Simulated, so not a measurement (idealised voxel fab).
Process module under the name voxel gate over fins
The cross-section shown here is cut; it is 245 nm wide and divided into square cells measuring 5 nm on a side.
Think of the cross-section as a grid of square cells. We describe it in bands, top to bottom, and each band covers one or more rows of those cells. Heads up on the band format: heights come first, top then bottom, in nm. After that it's the materials left to right, each with its width in nm. A single material flagged "full width" fills the whole band edge to edge, and "air" means there's empty space there. Zero point of the height axis is 0; under it, received wafer = one material. Lowest band: continues down indefinitely, "0 -> down". It should be noted that a width expressed as "30 to 40" varies in equal increments from row to row of cells within the band, taking the value of the first number at the top row and that of the second number at the bottom row. A step reported as "everything unchanged" is a step in which no cell of the cross-section changed. What "Enclosed void entries" gives you is every empty space of 8 cells or more that is cut off from the top. Each appears as width x height at distance, with the distance taken from the left edge and width, height and distance all in nm. It should be noted that, on the line of a given step, the content following the step's settings is a remark produced by the simulator itself with respect to that step. The line of a step may include "overlay nm". On a step with a mask, this value is how far to the right of its planned place the mask lay. A negative value means the mask lay to the left.

THE PLANNED PROCESS STEPS ARE ENUMERATED HEREUNDER
1. RECEIVE (material Si)
2. CONFORMAL_DEP (material SiN; thk nm 10)
3. PATTERN (tone cover; mask id FINS; material resist; width nm 15; pitch nm 35; thk nm 20; overlay nm 0)
4. DIRECTIONAL_ETCH (etch materials SiN; depth nm 10)
5. DIRECTIONAL_ETCH (etch materials Si; depth nm 40)
6. STRIP (etch materials resist)
7. FILL_DEP (material SiO2; thk nm 5)
8. CMP (height nm 10)
9. SELECTIVE_ETCH (etch materials SiO2; depth nm 20)
10. STRIP (etch materials SiN)
11. CONFORMAL_DEP (material HfO2; thk nm 5)
12. CONFORMAL_DEP (material TiN; thk nm 5)
13. FILL_DEP (material W; thk nm 10)
14. CMP (height nm 15)
15. CONFORMAL_DEP (material SiN; thk nm 10)

HERE'S WHAT THE WAFER LOOKED LIKE IN CROSS-SECTION WHEN IT ARRIVED - THAT'S AFTER STEP 1
> 0 -> down: Si full width
> Enclosed void entries: none

FIRST OF TWO WAFERS, END-OF-MODULE SECTION, RUN FOLLOWED PLAN
> 25 -> 15: SiN full width
> 15 -> 10: W full width
> 10 -> 5: W: 85, TiN: 70, W: 90
> 5 -> 0: W: 85, TiN: 5, HfO2: 25, TiN: 10, HfO2: 25, TiN: 5, W: 90
> 0 -> -5: TiN: 90, HfO2: 5, Si: 15, HfO2: 5, TiN: 10, HfO2: 5, Si: 15, HfO2: 5, TiN: 95
> -5 -> -10: HfO2: 95, Si: 15, HfO2: 20, Si: 15, HfO2: 100
> -10 -> -40: SiO2: 95, Si: 15, SiO2: 20, Si: 15, SiO2: 100
> -40 -> down: Si full width
> Enclosed void entries: none

SECOND WAFER AT THE END: LIKE START, LIKE PLAN, ONE MISTAKE
> 25 -> 15: SiN full width
> 15 -> 10: W full width
> 10 -> 5: TiN full width
> 5 -> 0: HfO2: 100, TiN: 5, HfO2: 30, TiN: 5, HfO2: 105
> 0 -> -5: Si: 95, HfO2: 5, TiN: 5, HfO2: 5, Si: 20, HfO2: 5, TiN: 5, HfO2: 5, Si: 100
> -5 -> -10: Si: 95, HfO2: 15, Si: 20, HfO2: 15, Si: 100
> -10 -> -40: Si: 95, SiO2: 15, Si: 20, SiO2: 15, Si: 100
> -40 -> down: Si full width
> Enclosed void entries: none
Short version of what went wrong: not per plan at step 3, really ran PATTERN (tone open; mask id FINS; material resist; width nm 15; pitch nm 35; thk nm 20; overlay nm 0)
Per the end-of-run cell counts, the second wafer holds more or fewer of some materials than the first: Si +296, SiO2 -222, TiN -4, W -70
